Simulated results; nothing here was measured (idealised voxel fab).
voxel capacitor over wiring: a process module
Square cells of 5 nm make up the cross-section cut, whose width is 225 nm.
For the purposes of this document, a cross-section shall be understood as a grid of square cells, specified as bands listed in top-to-bottom order, each band consisting of one or more rows of cells.
Heads up on the band format: heights come first, top then bottom, in nm. After that it's the materials left to right, each with its width in nm. A single material flagged "edge to edge" fills the whole band edge to edge, and "air" means there's empty space there.
For the purposes of this specification, 0 denotes the height below which the wafer in its as-received condition is composed wholly of one material, and the lowermost band, lacking a lower limit, extends downward without end, as expressed in "top 0, no bottom".
Width "30..40": first value at the band's top row of cells, second value at its bottom row, equal change from row to row.
What does "nothing altered" mean for a step? It means no cell of the cross-section changed in that step.
Completely enclosed voids: empty space of 8 cells or more with no open way to the top, each as width x height at its distance from the left edge, in nm
If you see something after the settings on a step's line, that's the simulator's own remark about that step.
If you see "overlay nm" on a step's line and that step has a mask, it's telling you how far right of where it was planned the mask ended up; a negative number means it went left instead.
The following list gives the planned process steps
step 1: RECEIVE, material Si
step 2: CONFORMAL_DEP, material SiO2, thk nm 15
step 3: DIRECTIONAL_DEP, material TiN, thk nm 5
step 4: DIRECTIONAL_DEP, material W, thk nm 15
step 5: DIRECTIONAL_DEP, material aC, thk nm 10
step 6: PATTERN, tone cover, mask id METAL_1, material resist, width nm 30, pitch nm 95, thk nm 30, overlay nm 0
step 7: DIRECTIONAL_ETCH, etch materials aC, depth nm 10
step 8: STRIP, etch materials resist
step 9: DIRECTIONAL_ETCH, etch materials W, depth nm 15
step 10: DIRECTIONAL_ETCH, etch materials TiN, depth nm 5
step 11: STRIP, etch materials aC
step 12: CONFORMAL_DEP, material SiN, thk nm 5
step 13: FILL_DEP, material lowk, thk nm 10
step 14: CMP, height nm 35
step 15: CONFORMAL_DEP, material SiCN, thk nm 5
step 16: DIRECTIONAL_DEP, material SiO2, thk nm 20
step 17: PATTERN, tone open, mask id PLUG_1, material resist, width nm 15, thk nm 20, overlay nm 0
step 18: DIRECTIONAL_ETCH, etch materials SiO2, depth nm 20
step 19: DIRECTIONAL_ETCH, etch materials SiCN, depth nm 5
step 20: STRIP, etch materials resist
step 21: EPI, material Ru, thk nm 10
step 22: EPI, material Ru, thk nm 10
step 23: EPI, material Ru, thk nm 5
step 24: DIRECTIONAL_DEP, material TiN, thk nm 5
step 25: DIRECTIONAL_DEP, material Al2O3, thk nm 5
step 26: DIRECTIONAL_DEP, material TiN, thk nm 10
step 27: PATTERN, tone cover, mask id UPPER_PLATE, material resist, width nm 70, thk nm 20, overlay nm 0
step 28: DIRECTIONAL_ETCH, etch materials TiN, depth nm 10
step 29: DIRECTIONAL_ETCH, etch materials Al2O3, depth nm 5
step 30: STRIP, etch materials resist
step 31: PATTERN, tone cover, mask id LOWER_PLATE, material resist, width nm 80, thk nm 15, overlay nm 0
step 32: DIRECTIONAL_ETCH, etch materials TiN, depth nm 5
step 33: STRIP, etch materials resist
step 34: FILL_DEP, material SiO2, thk nm 20
step 35: CMP, height nm 95
step 36: MASKED_ETCH, tone open, mask id PLUG_2, width nm 15, etch materials SiO2, depth nm 15, overlay nm 0
step 37: CONFORMAL_DEP, material TiN, thk nm 5
step 38: FILL_DEP, material W, thk nm 10
step 39: CMP, height nm 95
step 40: CONFORMAL_DEP, material SiCN, thk nm 5
The cross-section here shows the wafer as received, i.e. in its state after step 1
> top 0, no bottom: Si edge to edge
> Completely enclosed voids: none
Cross-sectional result after module completion. Note: starting condition and plan are unchanged from above; one processing mistake was made
> top 100, bottom 95: SiCN edge to edge
> top 95, bottom 85: SiO2=75, TiN=5, W=5, TiN=5, SiO2=135
> top 85, bottom 80: SiO2=75, TiN=15, SiO2=135
> top 80, bottom 70: SiO2=65, TiN=70, SiO2=90
> top 70, bottom 65: SiO2=65, Al2O3=70, SiO2=90
> top 65, bottom 60: SiCN edge to edge
> top 60, bottom 40: SiO2=65, Ru=15, SiO2=145
> top 40, bottom 35: SiCN=65, Ru=15, SiCN=145
> top 35, bottom 20: lowk=45, SiN=5, W=30, SiN=5, lowk=55, SiN=5, W=30, SiN=5, lowk=45
> top 20, bottom 15: SiN=50, TiN=30, SiN=65, TiN=30, SiN=50
> top 15, bottom 0: SiO2 edge to edge
> top 0, no bottom: Si edge to edge
> Completely enclosed voids: none
Here's what went sideways: step 24 deviated from plan and actually ran as DIRECTIONAL_DEP, material SiCN, thk nm 5
